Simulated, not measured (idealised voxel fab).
You're looking at the process module voxel capacitor over wiring.
The width of the displayed cross-section, cut, is 205 nm; its cells are square, with a size of 5 nm.
Square cells in a grid make up a cross-section in this document, and the grid is given as bands, listed from the top down, each one or more rows of cells.
First you get the band's top height and its bottom height, in nm, and then the materials it's made of, left to right, with each width in nm. If you see a single material with "full width", that one covers the band edge to edge. "blank" is empty space.
Zero point of the height axis is 0; under it, received wafer = one material. Lowest band: continues down indefinitely, "0 down".
Quick explanation for "30->40": the width changes in equal steps down the rows of cells, from the first number in the band's top row to the second number in its bottom row.
The designation "everything unchanged", where it is given for a processing step, indicates that no cell of the cross-section was altered in the course of that step.
"Trapped void list" contains a list of empty spaces, each no smaller than 8 cells and without an open way to the top, written in the form width x height at distance with the distance from the left edge and all three in nm.
What comes after the settings on a step's line is commentary from the simulator itself on that step.
overlay nm: step with mask; distance mask lay right of planned place; negative value = left of planned place.
## The steps planned for the process are as follows
- 1: RECEIVE | material Si
- 2: CONFORMAL_DEP | material SiO2 | thk nm 10
- 3: CONFORMAL_DEP | material SiN | thk nm 5
- 4: DIRECTIONAL_DEP | material lowk | thk nm 20
- 5: DIRECTIONAL_DEP | material aC | thk nm 10
- 6: PATTERN | tone open | mask id METAL_1 | material resist | width nm 20 | pitch nm 70 | thk nm 25 | overlay nm 0
- 7: DIRECTIONAL_ETCH | etch materials aC | depth nm 10
- 8: STRIP | etch materials resist
- 9: DIRECTIONAL_ETCH | etch materials lowk | depth nm 20
- 10: DIRECTIONAL_ETCH | etch materials SiN | depth nm 5
- 11: STRIP | etch materials aC
- 12: CONFORMAL_DEP | material TiN | thk nm 5
- 13: FILL_DEP | material Cu | thk nm 10
- 14: CMP | height nm 35
- 15: CONFORMAL_DEP | material SiCN | thk nm 5
- 16: DIRECTIONAL_DEP | material SiO2 | thk nm 15
- 17: DIRECTIONAL_DEP | material aC | thk nm 15
- 18: PATTERN | tone open | mask id PLUG_1 | material resist | width nm 15 | thk nm 30 | overlay nm 0
- 19: DIRECTIONAL_ETCH | etch materials aC | depth nm 15
- 20: STRIP | etch materials resist
- 21: DIRECTIONAL_ETCH | etch materials SiO2 | depth nm 15
- 22: DIRECTIONAL_ETCH | etch materials SiCN | depth nm 5
- 23: STRIP | etch materials aC
- 24: EPI | material Ru | thk nm 10
- 25: EPI | material Ru | thk nm 10
- 26: DIRECTIONAL_DEP | material TiN | thk nm 10
- 27: DIRECTIONAL_DEP | material SiN | thk nm 5
- 28: DIRECTIONAL_DEP | material TiN | thk nm 10
- 29: DIRECTIONAL_DEP | material aC | thk nm 15
- 30: PATTERN | tone cover | mask id UPPER_PLATE | material resist | width nm 55 | thk nm 35 | overlay nm 0
- 31: DIRECTIONAL_ETCH | etch materials aC | depth nm 15
- 32: STRIP | etch materials resist
- 33: DIRECTIONAL_ETCH | etch materials TiN | depth nm 10
- 34: DIRECTIONAL_ETCH | etch materials SiN | depth nm 5
- 35: STRIP | etch materials aC
- 36: MASKED_ETCH | tone cover | mask id LOWER_PLATE | width nm 65 | etch materials TiN | depth nm 10 | overlay nm 0
- 37: FILL_DEP | material SiO2 | thk nm 20
- 38: CMP | height nm 95
- 39: MASKED_ETCH | tone open | mask id PLUG_2 | width nm 15 | etch materials SiO2 | depth nm 15 | overlay nm 0
- 40: CONFORMAL_DEP | material TiN | thk nm 5
- 41: FILL_DEP | material Cu | thk nm 5
- 42: CMP | height nm 95
- 43: CONFORMAL_DEP | material SiCN | thk nm 5
## Wafer as received: cross-section following step 1
	0 down: Si full width
	Trapped void list: none
## Final cross-section, module run with one mistake (start and plan as above)
	100 to 95: SiCN full width
	95 to 85: 70 of SiO2, 5 of TiN, 5 of Cu, 5 of TiN, 120 of SiO2
	85 to 80: 70 of SiO2, 15 of TiN, 120 of SiO2
	80 to 70: 60 of SiO2, 55 of TiN, 90 of SiO2
	70 to 65: 60 of SiO2, 55 of SiN, 90 of SiO2
	65 to 55: lowk full width
	55 to 40: 60 of SiO2, 15 of Ru, 130 of SiO2
	40 to 35: 60 of SiCN, 15 of Ru, 130 of SiCN
	35 to 15: 55 of lowk, 5 of TiN, 10 of Cu, 5 of TiN, 50 of lowk, 5 of TiN, 10 of Cu, 5 of TiN, 60 of lowk
	15 to 10: 55 of SiN, 20 of TiN, 50 of SiN, 20 of TiN, 60 of SiN
	10 to 0: SiO2 full width
	0 down: Si full width
	Trapped void list: none
Run error: off-plan run, step 26, actual operation and settings DIRECTIONAL_DEP | material lowk | thk nm 10
